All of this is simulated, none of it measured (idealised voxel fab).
The following is a process module called voxel ribs on slabs.
We display cut, a cross-section 290 nm in width whose square cells are each 5 nm.
Cross-section layout: square cells on a grid; listed as bands, top to bottom; a band spans one or more cell rows. The entry gives the band's vertical extent as a top height and a bottom height in nm, then its horizontal make-up as materials from left to right, each with a width in nm. "blank" stands for empty space; a single material marked "everywhere" fills the band edge to edge. Basically, 0 is our baseline, since under it the wafer straight out of the box is all one material. The bottom band has no lower end and keeps on going down, so it looks like "z 0 and below". Read "30..40" as a graded width: first number on top, second number at the bottom, same change between each pair of neighbouring rows. The cross-section has no changed cell in any step marked "everything unchanged". The list in "Closed void register" covers empty spaces of 8 cells or more that cannot reach the top through any open way, and it gives each as width x height at distance; the distance is from the left edge, and width, height and distance are in nm. That trailing text on a step's line, after the settings, is the simulator's own remark on the step. overlay nm: for a step with a mask, the amount by which the mask lay right of where it was planned; a negative amount means left of it.
**plan**
| 1 | RECEIVE (material Si) |
| 2 | DIRECTIONAL_DEP (material SiO2; thk nm 25) |
| 3 | DIRECTIONAL_DEP (material polySi; thk nm 25) |
| 4 | PATTERN (tone cover; mask id RIB; material resist; width nm 30; thk nm 20; overlay nm 0) |
| 5 | DIRECTIONAL_ETCH (etch materials polySi; depth nm 10) |
| 6 | STRIP (etch materials resist) |
| 7 | MASKED_ETCH (tone cover; mask id SLAB; width nm 90; etch materials polySi; depth nm 15; overlay nm 0) |
| 8 | FILL_DEP (material SiO2; thk nm 25) |
| 9 | CMP (height nm 70) |
| 10 | DIRECTIONAL_DEP (material TiN; thk nm 5) |
| 11 | MASKED_ETCH (tone cover; mask id HEATER; width nm 40; etch materials TiN; depth nm 5; overlay nm 0) |
| 12 | CONFORMAL_DEP (material SiO2; thk nm 5) |
**Cross-section, incoming material, after step 1**
  z 0 and below = Si everywhere
  Closed void register: none
**Starting structure and process plan are as shown above, but one mistake was made in running the module; the wafer cross-section at the end of the module follows**
  z 80 to 75 = 130 SiO2, 30 blank, 130 SiO2
  z 75 to 70 = 125 TiN, 40 SiO2, 125 TiN
  z 70 to 50 = SiO2 everywhere
  z 50 to 40 = 130 SiO2, 30 polySi, 130 SiO2
  z 40 to 25 = 100 SiO2, 90 polySi, 100 SiO2
  z 25 to 0 = SiO2 everywhere
  z 0 and below = Si everywhere
  Closed void register: none
Plan not followed: planned and actual differ for step 11; actual: MASKED_ETCH (tone open; mask id HEATER; width nm 40; etch materials TiN; depth nm 5; overlay nm 0)
